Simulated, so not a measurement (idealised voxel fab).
process module | voxel self aligned vias
In the cross-section labelled cut, the width is 245 nm and each square cell is 5 nm.
A cross-section is a grid of square cells, given in bands from the top down. A band is one or more rows of cells.
Within each band entry, the heights of the top and of the bottom of the band appear first, in that order and in nm; the materials of the band then follow from left to right, each with its corresponding width in nm. The designation "edge to edge" on a single material indicates that it fills the band from edge to edge; the designation "blank" indicates empty space.
Heights are reckoned from 0. Under this level, the received wafer is all of one material. The bottommost band is open-ended downward, for example "0 -> down".
When a width is written as two numbers, as in "30->40", the first number is the width in the top row of cells of the band and the second is the width in its bottom row, and the width changes by the same amount from each row to the next.
The designation "same as before", where it is given for a processing step, indicates that no cell of the cross-section was altered in the course of that step.
"Voids lacking openings" means: voids of 8 cells or more that are shut off from the top with no open way through. Written width x height at distance, distance from the left edge, in nm.
Heads up: the bit after the settings on a step's line is the simulator's remark on that step.
A step's line can hold "overlay nm"; with a mask on that step, the setting says how far right of the planned place the mask lay, while a negative setting says it lay to the left.
Planned step list for the process:
1) RECEIVE (material Si)
2) CONFORMAL_DEP (material SiO2; thk nm 15)
3) CONFORMAL_DEP (material SiCN; thk nm 5)
4) DIRECTIONAL_DEP (material SiO2; thk nm 25)
5) MASKED_ETCH (tone open; mask id LINES; width nm 30; pitch nm 65; etch materials SiO2; depth nm 25; overlay nm 0)
6) CONFORMAL_DEP (material TiN; thk nm 5)
7) FILL_DEP (material W; thk nm 10)
8) CMP (height nm 45)
9) SELECTIVE_ETCH (etch materials W Ru TiN; depth nm 5)
10) FILL_DEP (material SiN; thk nm 5)
11) CMP (height nm 45)
12) DIRECTIONAL_DEP (material SiO2; thk nm 15)
13) MASKED_ETCH (tone open; mask id VIAS; width nm 50; pitch nm 65; etch materials SiO2; depth nm 15; overlay nm 0)
14) MASKED_ETCH (tone open; mask id VIAS; width nm 50; pitch nm 65; etch materials SiN; depth nm 5; overlay nm 0)
15) CONFORMAL_DEP (material TiN; thk nm 5)
16) FILL_DEP (material W; thk nm 5)
17) CMP (height nm 60)
18) CONFORMAL_DEP (material SiCN; thk nm 5)
As received (post step 1): cross-section:
0 -> down = Si edge to edge
Voids lacking openings: none
first wafer at the end, as planned:
65 -> 60 = SiCN edge to edge
60 -> 50 = SiO2 30 nm; TiN 5 nm; W 40 nm; TiN 5 nm; SiO2 15 nm; TiN 5 nm; W 40 nm; TiN 5 nm; SiO2 15 nm; TiN 5 nm; W 40 nm; TiN 5 nm; SiO2 35 nm
50 -> 45 = SiO2 30 nm; TiN 15 nm; W 20 nm; TiN 15 nm; SiO2 15 nm; TiN 15 nm; W 20 nm; TiN 15 nm; SiO2 15 nm; TiN 15 nm; W 20 nm; TiN 15 nm; SiO2 35 nm
45 -> 40 = SiO2 40 nm; TiN 30 nm; SiO2 35 nm; TiN 30 nm; SiO2 35 nm; TiN 30 nm; SiO2 45 nm
40 -> 25 = SiO2 40 nm; TiN 5 nm; W 20 nm; TiN 5 nm; SiO2 35 nm; TiN 5 nm; W 20 nm; TiN 5 nm; SiO2 35 nm; TiN 5 nm; W 20 nm; TiN 5 nm; SiO2 45 nm
25 -> 20 = SiO2 40 nm; TiN 30 nm; SiO2 35 nm; TiN 30 nm; SiO2 35 nm; TiN 30 nm; SiO2 45 nm
20 -> 15 = SiCN edge to edge
15 -> 0 = SiO2 edge to edge
0 -> down = Si edge to edge
Voids lacking openings: none
Wafer two, sectioned after the module: the first wafer's start, the first wafer's plan, and one mistake in how it was run:
65 -> 60 = SiCN edge to edge
60 -> 50 = SiO2 30 nm; TiN 5 nm; W 40 nm; TiN 5 nm; SiO2 15 nm; TiN 5 nm; W 40 nm; TiN 5 nm; SiO2 15 nm; TiN 5 nm; W 40 nm; TiN 5 nm; SiO2 35 nm
50 -> 45 = SiO2 30 nm; TiN 20 nm; W 10 nm; TiN 20 nm; SiO2 15 nm; TiN 20 nm; W 10 nm; TiN 20 nm; SiO2 15 nm; TiN 20 nm; W 10 nm; TiN 20 nm; SiO2 35 nm
45 -> 40 = SiO2 40 nm; TiN 30 nm; SiO2 35 nm; TiN 30 nm; SiO2 35 nm; TiN 30 nm; SiO2 45 nm
40 -> 25 = SiO2 40 nm; TiN 5 nm; W 20 nm; TiN 5 nm; SiO2 35 nm; TiN 5 nm; W 20 nm; TiN 5 nm; SiO2 35 nm; TiN 5 nm; W 20 nm; TiN 5 nm; SiO2 45 nm
25 -> 20 = SiO2 40 nm; TiN 30 nm; SiO2 35 nm; TiN 30 nm; SiO2 35 nm; TiN 30 nm; SiO2 45 nm
20 -> 15 = SiCN edge to edge
15 -> 0 = SiO2 edge to edge
0 -> down = Si edge to edge
Voids lacking openings: none
Processing error: step 9 did not use the planned setting and instead ran as SELECTIVE_ETCH (etch materials W; depth nm 5)
Materials where the second wafer ends with more or fewer cells than the first: TiN +6; W -6
